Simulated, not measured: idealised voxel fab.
The name of this process module is voxel self aligned contacts.
Square cells of 5 nm make up the cross-section cut, whose width is 280 nm.
Format of a cross-section: grid, square cells. Given as bands. Order: top down. Band: one or more rows of cells.
Look at the band entry: it leads with the top's height and the bottom's height in nm. Then it lists the materials left to right, with a width in nm for each. The word "edge to edge" on a single material says that material fills the band edge to edge. The word "empty" is empty space.
The level at which height equals 0 is the one under which the wafer, as it arrives, is entirely one material. No lower edge exists for the bottom band, which continues downward and is notated as in "0 and below".
Graded width ("30..40"): value in top row of band = first number; value in bottom row = second number; row-to-row change constant.
When a step is marked "nothing different", none of the cells in the cross-section changed during that step.
Empty spaces counting at least 8 cells and having no open way to the top are listed in "Completely enclosed voids". The notation width x height at distance is used for each, the distance being from the left edge and all three values in nm.
Post-settings text on a step line: simulator's own remark regarding the step.
Each step line may optionally specify "overlay nm", which for a step with a mask gives the rightward distance between the mask's planned place and where it lay, a negative value indicating the leftward direction.

# Listed below are the process steps as planned
1) RECEIVE (material Si)
2) CONFORMAL_DEP (material SiO2; thk nm 5)
3) DIRECTIONAL_DEP (material polySi; thk nm 20)
4) DIRECTIONAL_DEP (material SiN; thk nm 20)
5) MASKED_ETCH (tone cover; mask id GATE; width nm 20; pitch nm 65; etch materials SiN; depth nm 20; overlay nm 0)
6) MASKED_ETCH (tone cover; mask id GATE; width nm 30; pitch nm 65; etch materials polySi; depth nm 20; overlay nm 0)
7) CONFORMAL_DEP (material SiN; thk nm 10)
8) DIRECTIONAL_ETCH (etch materials SiN; depth nm 10)
9) FILL_DEP (material SiO2; thk nm 15)
10) CMP (height nm 50)
11) PATTERN (tone open; mask id CONTACT; material resist; width nm 45; pitch nm 65; thk nm 15; overlay nm 0)
12) DIRECTIONAL_ETCH (etch materials SiO2; depth nm 50)
13) STRIP (etch materials resist)
14) CONFORMAL_DEP (material TiN; thk nm 5)
15) FILL_DEP (material Ru; thk nm 10)
16) CMP (height nm 50)
17) CONFORMAL_DEP (material SiN; thk nm 5)
For this document, wafers share an identical start and vary in the step 5 width nm; the plan quotes the first wafer's value.

# Cross-section of the first incoming wafer of several, state after step 1
0 and below  Si edge to edge
Completely enclosed voids: none

# Here's the first of several wafers in cross-section, end of the module, after the last step, step 17
55 down to 50  SiN edge to edge
50 down to 45  SiO2 (85) | TiN (15) | Ru (15) | TiN (15) | SiO2 (20) | TiN (15) | Ru (15) | TiN (15) | SiO2 (85)
45 down to 30  SiO2 (55) | SiN (40) | TiN (5) | Ru (15) | TiN (5) | SiN (40) | TiN (5) | Ru (15) | TiN (5) | SiN (40) | SiO2 (55)
30 down to 25  SiO2 (55) | SiN (40) | TiN (10) | Ru (5) | TiN (10) | SiN (40) | TiN (10) | Ru (5) | TiN (10) | SiN (40) | SiO2 (55)
25 down to 5  SiO2 (50) | SiN (10) | polySi (30) | SiN (10) | TiN (5) | Ru (5) | TiN (5) | SiN (10) | polySi (30) | SiN (10) | TiN (5) | Ru (5) | TiN (5) | SiN (10) | polySi (30) | SiN (10) | SiO2 (50)
5 down to 0  SiO2 (100) | TiN (15) | SiO2 (50) | TiN (15) | SiO2 (100)
0 and below  Si edge to edge
Completely enclosed voids: none

# last wafer at the end
55 down to 50  SiN edge to edge
50 down to 45  SiO2 (85) | TiN (45) | SiO2 (20) | TiN (45) | SiO2 (85)
45 down to 25  SiO2 (45) | SiN (195) | SiO2 (40)
25 down to 5  SiO2 (45) | SiN (10) | polySi (45) | SiN (20) | polySi (45) | SiN (20) | polySi (45) | SiN (10) | SiO2 (40)
5 down to 0  SiO2 edge to edge
0 and below  Si edge to edge
Completely enclosed voids: none

# Heads up, this table goes wafer by wafer. A row tells you, at the end of the module, how many cells of each material that wafer has put on (+) or dropped (-) since it was received, and then its closed voids
width nm 20; +34 Ru; +200 SiN; +256 SiO2; +54 TiN; +72 polySi; Completely enclosed voids: none
width nm 25; +26 Ru; +212 SiN; +252 SiO2; +54 TiN; +72 polySi; Completely enclosed voids: none
width nm 30; +18 Ru; +224 SiN; +248 SiO2; +54 TiN; +72 polySi; Completely enclosed voids: none
width nm 35; +236 SiN; +242 SiO2; +54 TiN; +84 polySi; Completely enclosed voids: none
width nm 40; +248 SiN; +236 SiO2; +36 TiN; +96 polySi; Completely enclosed voids: none
width nm 45; +260 SiN; +230 SiO2; +18 TiN; +108 polySi; Completely enclosed voids: none
